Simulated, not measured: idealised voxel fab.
The document below concerns the process module designated voxel transistor to metal.
We display cut, a cross-section 170 nm in width whose square cells are each 5 nm.
Cross-section = grid of square cells, listed top down in bands; band = one or more rows. Top, bottom (nm), then materials left to right with widths (nm); lone material tagged "full width" fills the whole band edge to edge; "air" = empty space. Where do heights start? At 0: under that level the wafer as delivered is made of one material only. And the lowest band has no floor; it just carries on downward, as in "0 -> down". Width: "30 to 40" (first number = top row, second number = bottom row, same change from row to row of cells). What does "left unchanged" mean for a step? It means no cell of the cross-section changed in that step. Basically, "Entrapped void list" tells you about the enclosed voids: empty spaces with no open way to the top, 8 cells or bigger, each written width x height at distance, where distance is from the left edge, all in nm. Post-settings text on a step line: simulator's own remark regarding the step. A step's line can hold "overlay nm"; with a mask on that step, the setting says how far right of the planned place the mask lay, while a negative setting says it lay to the left. Reading guide: pairs of cross-sections, before and after one process step; after view cut off at lowest changed band; step and settings listed under each pair. Pairs may stem from different runs of this module on the same starting wafer; continuity with the pair above only where the "Before-step section" entry states it.

### Before-step section
> 135 -> 110: resist 40 nm; air 15 nm; resist 55 nm; air 15 nm; resist 45 nm
> 110 -> 100: aC full width
> 100 -> 75: lowk full width
> 75 -> 70: SiCN full width
> 70 -> 55: lowk 35 nm; SiN 5 nm; W 20 nm; SiN 5 nm; lowk 40 nm; SiN 5 nm; W 20 nm; SiN 5 nm; lowk 35 nm
> 55 -> 50: SiN 40 nm; TiN 20 nm; SiN 50 nm; TiN 20 nm; SiN 40 nm
> 50 -> 40: SiO2 40 nm; TiN 5 nm; W 20 nm; TiN 5 nm; SiO2 30 nm; TiN 5 nm; W 20 nm; TiN 5 nm; SiO2 40 nm
> 40 -> 35: SiO2 40 nm; TiN 30 nm; SiO2 30 nm; TiN 30 nm; SiO2 40 nm
> 35 -> 30: SiCN 75 nm; SiO2 5 nm; SiN 10 nm; SiO2 5 nm; SiCN 75 nm
> 30 -> 25: polySi 25 nm; SiCN 50 nm; SiO2 5 nm; SiN 10 nm; SiO2 5 nm; SiCN 50 nm; polySi 25 nm
> 25 -> 0: polySi full width
> 0 -> -5: SiO2 25 nm; polySi 120 nm; SiO2 25 nm
> -5 -> -10: SiO2 full width
> -10 -> -30: SiO2 30 nm; Si 110 nm; SiO2 30 nm
> -30 -> down: Si full width
> Entrapped void list: none

### Post-Step Geometry
> 125 -> 110: resist 40 nm; air 15 nm; resist 55 nm; air 15 nm; resist 45 nm
> 110 -> 100: aC 40 nm; air 15 nm; aC 55 nm; air 15 nm; aC 45 nm
> For the remainder of the cross-section, below 100, there is no change.
> Entrapped void list: none
Before/after cross-sections above; step in between: DIRECTIONAL_ETCH,etch materials aC,depth nm 10

Before-step section: This step starts from the configuration shown after the step in the pair immediately above.

### Post-Step Geometry
> 110 -> 100: aC 40 nm; air 15 nm; aC 55 nm; air 15 nm; aC 45 nm
> For the remainder of the cross-section, below 100, there is no change.
> Entrapped void list: none
Before/after cross-sections above; step in between: STRIP,etch materials resist

Before-step section: This step starts from the configuration shown after the step in the pair immediately above.

### Post-Step Geometry
> 110 -> 100: aC 40 nm; air 15 nm; aC 55 nm; air 15 nm; aC 45 nm
> 100 -> 75: lowk 40 nm; air 15 nm; lowk 55 nm; air 15 nm; lowk 45 nm
> For the remainder of the cross-section, below 75, there is no change.
> Entrapped void list: none
Before/after cross-sections above; step in between: DIRECTIONAL_ETCH,etch materials lowk,depth nm 25

Before-step section: This step starts from the configuration shown after the step in the pair immediately above.

### Post-Step Geometry
> 100 -> 75: lowk 40 nm; air 15 nm; lowk 55 nm; air 15 nm; lowk 45 nm
> For the remainder of the cross-section, below 75, there is no change.
> Entrapped void list: none
Before/after cross-sections above; step in between: STRIP,etch materials aC

Before-step section: This step starts from the configuration shown after the step in the pair immediately above.

### Post-Step Geometry
> 100 -> 85: lowk 40 nm; air 20 nm; lowk 50 nm; air 20 nm; lowk 40 nm
> For the remainder of the cross-section, below 85, there is no change.
> Entrapped void list: none
Before/after cross-sections above; step in between: MASKED_ETCH,tone open,mask id METAL_2,width nm 20,pitch nm 70,etch materials lowk,depth nm 15,overlay nm 0

Before-step section: This step starts from the configuration shown after the step in the pair immediately above.

### Post-Step Geometry
> 100 -> 85: lowk 40 nm; air 20 nm; lowk 50 nm; air 20 nm; lowk 40 nm
> 85 -> 75: lowk 40 nm; air 15 nm; lowk 55 nm; air 15 nm; lowk 45 nm
> 75 -> 70: SiCN 40 nm; air 15 nm; SiCN 55 nm; air 15 nm; SiCN 45 nm
> For the remainder of the cross-section, below 70, there is no change.
> Entrapped void list: none
Before/after cross-sections above; step in between: MASKED_ETCH,tone open,mask id METAL_2,width nm 20,pitch nm 70,etch materials SiCN,depth nm 5,overlay nm 0

Before-step section: This step starts from the configuration shown after the step in the pair immediately above.

### Post-Step Geometry
> 105 -> 100: TiN 45 nm; air 10 nm; TiN 60 nm; air 10 nm; TiN 45 nm
> 100 -> 90: lowk 40 nm; TiN 5 nm; air 10 nm; TiN 5 nm; lowk 50 nm; TiN 5 nm; air 10 nm; TiN 5 nm; lowk 40 nm
> 90 -> 85: lowk 40 nm; TiN 5 nm; air 5 nm; TiN 10 nm; lowk 50 nm; TiN 5 nm; air 5 nm; TiN 10 nm; lowk 40 nm
> 85 -> 75: lowk 40 nm; TiN 5 nm; air 5 nm; TiN 5 nm; lowk 55 nm; TiN 5 nm; air 5 nm; TiN 5 nm; lowk 45 nm
> 75 -> 70: SiCN 40 nm; TiN 15 nm; SiCN 55 nm; TiN 15 nm; SiCN 45 nm
> For the remainder of the cross-section, below 70, there is no change.
> Entrapped void list: none
Before/after cross-sections above; step in between: CONFORMAL_DEP,material TiN,thk nm 5

Before-step section: This step starts from the configuration shown after the step in the pair immediately above.

### Post-Step Geometry
> 115 -> 105: Cu full width
> 105 -> 100: TiN 45 nm; Cu 10 nm; TiN 60 nm; Cu 10 nm; TiN 45 nm
> 100 -> 90: lowk 40 nm; TiN 5 nm; Cu 10 nm; TiN 5 nm; lowk 50 nm; TiN 5 nm; Cu 10 nm; TiN 5 nm; lowk 40 nm
> 90 -> 85: lowk 40 nm; TiN 5 nm; Cu 5 nm; TiN 10 nm; lowk 50 nm; TiN 5 nm; Cu 5 nm; TiN 10 nm; lowk 40 nm
> 85 -> 75: lowk 40 nm; TiN 5 nm; Cu 5 nm; TiN 5 nm; lowk 55 nm; TiN 5 nm; Cu 5 nm; TiN 5 nm; lowk 45 nm
> For the remainder of the cross-section, below 75, there is no change.
> Entrapped void list: none
Before/after cross-sections above; step in between: FILL_DEP,material Cu,thk nm 10

Before-step section: This step starts from the configuration shown after the step in the pair immediately above.

### Post-Step Geometry
> 100 -> 90: lowk 40 nm; TiN 5 nm; Cu 10 nm; TiN 5 nm; lowk 50 nm; TiN 5 nm; Cu 10 nm; TiN 5 nm; lowk 40 nm
> For the remainder of the cross-section, below 90, there is no change.
> Entrapped void list: none
Before/after cross-sections above; step in between: CMP,height nm 100

Before-step section: This step starts from the configuration shown after the step in the pair immediately above.

### Post-Step Geometry
> 105 -> 100: SiCN full width
> For the remainder of the cross-section, below 100, there is no change.
> Entrapped void list: none
Before/after cross-sections above; step in between: CONFORMAL_DEP,material SiCN,thk nm 5
